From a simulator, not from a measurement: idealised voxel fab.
process module | voxel transistor to metal
cross-section cut | 165 nm wide | cells 5 nm
A cross-section is a grid of square cells, given in bands from the top down. A band is one or more rows of cells.
Each band's line starts with the height of the band's top and of its bottom, in nm. Then come its materials from left to right, each with its width in nm. One material with "throughout" fills the band from edge to edge. "air" is empty space.
Height 0 is the level under which the wafer as received is all one material. The lowest band goes on downwards, as in "0 down".
A width such as "30 to 40" changes by the same amount from each row of cells to the next, from the band's top row to its bottom row.
"no change" after a step means that no cell of the cross-section changed.
closed voids: empty space of 8 cells or more with no open way to the top, each as width x height at its distance from the left edge, in nm
after a step's settings: what the simulator itself notes on the step
overlay nm, on a step with a mask: how far to the right of its planned place the mask lay; to the left if negative
plan
1 op RECEIVE | material Si
2 op CONFORMAL_DEP | material SiO2 | thk nm 5
3 op CONFORMAL_DEP | material SiN | thk nm 10
4 op DIRECTIONAL_DEP | material aC | thk nm 15
5 op PATTERN | tone cover | mask id ACTIVE | material resist | width nm 105 | thk nm 30 | overlay nm 0
6 op DIRECTIONAL_ETCH | etch materials aC | depth nm 15
7 op STRIP | etch materials resist
8 op DIRECTIONAL_ETCH | etch materials SiN | depth nm 10
9 op DIRECTIONAL_ETCH | etch materials SiO2 | depth nm 5
10 op DIRECTIONAL_ETCH | etch materials Si | depth nm 35
11 op STRIP | etch materials aC
12 op FILL_DEP | material SiO2 | thk nm 10
13 op CMP | height nm 15
14 op SELECTIVE_ETCH | etch materials SiO2 | depth nm 5
15 op STRIP | etch materials SiN
16 op SELECTIVE_ETCH | etch materials SiO2 | depth nm 5
17 op OXIDIZE | depth nm 5
18 op DIRECTIONAL_DEP | material polySi | thk nm 30
19 op DIRECTIONAL_DEP | material SiCN | thk nm 10
20 op PATTERN | tone cover | mask id GATE | material resist | width nm 25 | thk nm 20 | overlay nm 0
21 op DIRECTIONAL_ETCH | etch materials SiCN | depth nm 20
22 op DIRECTIONAL_ETCH | etch materials polySi | depth nm 40
23 op STRIP | etch materials resist
24 op CONFORMAL_DEP | material SiN | thk nm 10
25 op DIRECTIONAL_ETCH | etch materials SiN | depth nm 10
26 op DIRECTIONAL_ETCH | etch materials SiO2 | depth nm 5
27 op DIRECTIONAL_ETCH | etch materials Si | depth nm 5
28 op EPI | material pSi | thk nm 5
29 op FILL_DEP | material SiO2 | thk nm 10
30 op CMP | height nm 40
31 op DIRECTIONAL_DEP | material SiO2 | thk nm 15
32 op PATTERN | tone open | mask id CONTACT | material resist | width nm 30 | pitch nm 65 | thk nm 20 | overlay nm 0
33 op DIRECTIONAL_ETCH | etch materials SiO2 | depth nm 60
34 op STRIP | etch materials resist
35 op CONFORMAL_DEP | material TiN | thk nm 5
36 op FILL_DEP | material Ru | thk nm 5
37 op CMP | height nm 55
38 op DIRECTIONAL_DEP | material TiN | thk nm 5
39 op DIRECTIONAL_DEP | material Ru | thk nm 20
40 op PATTERN | tone cover | mask id METAL_1 | material resist | width nm 15 | pitch nm 80 | thk nm 20 | overlay nm 0
41 op DIRECTIONAL_ETCH | etch materials Ru | depth nm 20
42 op DIRECTIONAL_ETCH | etch materials TiN | depth nm 5
43 op STRIP | etch materials resist
44 op CONFORMAL_DEP | material SiN | thk nm 5
45 op FILL_DEP | material lowk | thk nm 10
46 op CMP | height nm 80
47 op CONFORMAL_DEP | material SiN | thk nm 5
as received, after step 1
  0 down: Si throughout
  closed voids: none
a wafer at the end: this start, this plan, one mistake
  85 to 80: SiN throughout
  80 to 60: lowk 30 | SiN 5 | Ru 15 | SiN 5 | lowk 55 | SiN 5 | Ru 15 | SiN 5 | lowk 30
  60 to 55: SiN 35 | TiN 15 | SiN 65 | TiN 15 | SiN 35
  55 to 45: SiO2 35 | TiN 5 | Ru 20 | TiN 5 | SiO2 35 | TiN 5 | Ru 20 | TiN 5 | SiO2 35
  45 to 40: SiO2 35 | TiN 5 | Ru 15 | TiN 10 | SiO2 35 | TiN 10 | Ru 15 | TiN 5 | SiO2 35
  40 to 35: SiO2 35 | TiN 5 | Ru 15 | TiN 5 | SiN 10 | SiCN 25 | SiN 10 | TiN 5 | Ru 15 | TiN 5 | SiO2 35
  35 to 10: SiO2 35 | TiN 5 | Ru 15 | TiN 5 | SiN 10 | polySi 25 | SiN 10 | TiN 5 | Ru 15 | TiN 5 | SiO2 35
  10 to 5: SiO2 35 | TiN 25 | SiN 10 | polySi 25 | SiN 10 | TiN 25 | SiO2 35
  5 to 0: lowk throughout
  0 down: Si throughout
  closed voids: none
what went wrong: step 2 ran as: op CONFORMAL_DEP | material lowk | thk nm 5
